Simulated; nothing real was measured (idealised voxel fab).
The process module that follows is named voxel ribs on slabs.
Cross-sectional view cut (width: 155 nm; square cell size: 5 nm).
Reading order for cross-sections: top band down to bottom band. Underlying form: a grid of square cells. Band size: one or more rows of cells. Band: top height; bottom height; in nm. Then, left to right: material with width in nm, for each material. "full width": a single material spanning edge to edge. "empty": empty space. It should be noted that heights are counted from 0, beneath which the wafer as supplied is of one material throughout, and that the lowest band possesses no lower boundary but continues downward, as written in "from 0 down". Width: "30 to 40" (first number = top row, second number = bottom row, same change from row to row of cells). When a step is marked "no change", none of the cells in the cross-section changed during that step. Entry "Voids, enclosed". Content: empty spaces with no open connection to the top, size 8 cells or greater. Each: width x height at distance. Distance: from left edge. Unit: nm. Post-settings text on a step line: simulator's own remark regarding the step. On any step carrying a mask, the "overlay nm" setting, if present on the step's line, tells how far right of its planned place the mask lay; negative values point to the left.
[Set out below are the planned steps of the process]
1 RECEIVE [material Si]
2 DIRECTIONAL_DEP [material SiO2] [thk nm 30]
3 DIRECTIONAL_DEP [material polySi] [thk nm 20]
4 PATTERN [tone cover] [mask id RIB] [material resist] [width nm 15] [thk nm 15] [overlay nm 0]
5 DIRECTIONAL_ETCH [etch materials polySi] [depth nm 10]
6 STRIP [etch materials resist]
7 DIRECTIONAL_DEP [material aC] [thk nm 15]
8 PATTERN [tone cover] [mask id SLAB] [material resist] [width nm 75] [thk nm 35] [overlay nm 0]
9 DIRECTIONAL_ETCH [etch materials aC] [depth nm 15]
10 STRIP [etch materials resist]
11 DIRECTIONAL_ETCH [etch materials polySi] [depth nm 10]
12 STRIP [etch materials aC]
13 FILL_DEP [material SiO2] [thk nm 25]
14 CMP [height nm 65]
15 DIRECTIONAL_DEP [material W] [thk nm 10]
16 PATTERN [tone cover] [mask id HEATER] [material resist] [width nm 25] [thk nm 15] [overlay nm 0]
17 DIRECTIONAL_ETCH [etch materials W] [depth nm 10]
18 STRIP [etch materials resist]
19 CONFORMAL_DEP [material SiO2] [thk nm 5]
[Step 1 complete: cross-section of the wafer as received]
  from 0 down | Si full width
  Voids, enclosed: none
[Cross-section at module end, one run error; start and plan unchanged from above]
  from 80 to 75 | empty: 60  SiO2: 35  empty: 60
  from 75 to 70 | empty: 60  SiO2: 5  W: 25  SiO2: 5  empty: 60
  from 70 to 65 | SiO2: 65  W: 25  SiO2: 65
  from 65 to 50 | SiO2 full width
  from 50 to 40 | SiO2: 40  polySi: 30  SiO2: 15  polySi: 30  SiO2: 40
  from 40 to 30 | polySi full width
  from 30 to 0 | SiO2 full width
  from 0 down | Si full width
  Voids, enclosed: none
Which mistake was made when the wafer was run? not per plan at step 4, really ran PATTERN [tone open] [mask id RIB] [material resist] [width nm 15] [thk nm 15] [overlay nm 0]
